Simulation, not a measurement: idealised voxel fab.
Name of the process module below: voxel tone inversion
In the cross-section labelled cut, the width is 240 nm and each square cell is 5 nm.
Cross-section layout: square cells on a grid; listed as bands, top to bottom; a band spans one or more cell rows.
Read a band's entry like this: the first values are the height of its top and the height of its bottom in nm, and what follows is the sequence of materials from left to right, each with its width in nm. Note that "empty" is empty space, and that a single material marked "edge to edge" reaches across the band from edge to edge.
The level at which height equals 0 is the one under which the wafer, as it arrives, is entirely one material. No lower edge exists for the bottom band, which continues downward and is notated as in "0 -> down".
Quick explanation for "30..40": the width changes in equal steps down the rows of cells, from the first number in the band's top row to the second number in its bottom row.
Where the words "no modifications" appear for a step, the cross-section shows no cell changed by that step; every cell remained as before.
Sealed-off cavities: empty space of 8 cells or more with no open way to the top, each as width x height at its distance from the left edge, in nm
Where a step's line continues beyond its settings, the continuation is a remark by the simulator itself on that step.
Among the settings permitted on a step's line is "overlay nm"; applied to a step with a mask, it specifies the extent to which the mask lay to the right of its planned position, whereas a negative figure signifies a position to the left.
**Steps in the process plan**
1,RECEIVE, material Si
2,CONFORMAL_DEP, material SiN, thk nm 5
3,DIRECTIONAL_DEP, material aC, thk nm 20
4,PATTERN, tone cover, mask id POSTS, material resist, width nm 15, pitch nm 45, thk nm 30, overlay nm 0
5,DIRECTIONAL_ETCH, etch materials aC, depth nm 20
6,STRIP, etch materials resist
7,FILL_DEP, material SiO2, thk nm 5
8,CMP, height nm 25
9,STRIP, etch materials aC
10,CONFORMAL_DEP, material TiN, thk nm 5
11,FILL_DEP, material Ru, thk nm 5
12,CMP, height nm 25
13,CONFORMAL_DEP, material SiN, thk nm 5
**So this is the incoming wafer in cross-section - it's already been through step 1**
	0 -> down: Si edge to edge
	Sealed-off cavities: none
**End-of-module XS, first of two wafers, run as planned**
	30 -> 25: SiN edge to edge
	25 -> 10: SiO2 45; TiN 5; Ru 5; TiN 5; SiO2 30; TiN 5; Ru 5; TiN 5; SiO2 30; TiN 5; Ru 5; TiN 5; SiO2 30; TiN 5; Ru 5; TiN 5; SiO2 45
	10 -> 5: SiO2 45; TiN 15; SiO2 30; TiN 15; SiO2 30; TiN 15; SiO2 30; TiN 15; SiO2 45
	5 -> 0: SiN edge to edge
	0 -> down: Si edge to edge
	Sealed-off cavities: none
**Wafer two, sectioned after the module: the first wafer's start, the first wafer's plan, and one mistake in how it was run**
	30 -> 25: SiN edge to edge
	25 -> 20: TiN 50; Ru 5; TiN 40; Ru 5; TiN 40; Ru 5; TiN 40; Ru 5; TiN 50
	20 -> 10: SiO2 45; TiN 5; Ru 5; TiN 5; SiO2 30; TiN 5; Ru 5; TiN 5; SiO2 30; TiN 5; Ru 5; TiN 5; SiO2 30; TiN 5; Ru 5; TiN 5; SiO2 45
	10 -> 5: SiO2 45; TiN 15; SiO2 30; TiN 15; SiO2 30; TiN 15; SiO2 30; TiN 15; SiO2 45
	5 -> 0: SiN edge to edge
	0 -> down: Si edge to edge
	Sealed-off cavities: none
what went wrong: step 8 went in with a setting other than planned; the actual run was CMP, height nm 20
Final difference in cells, second wafer against first, listed per material as more or fewer: SiO2 -36 | TiN +36
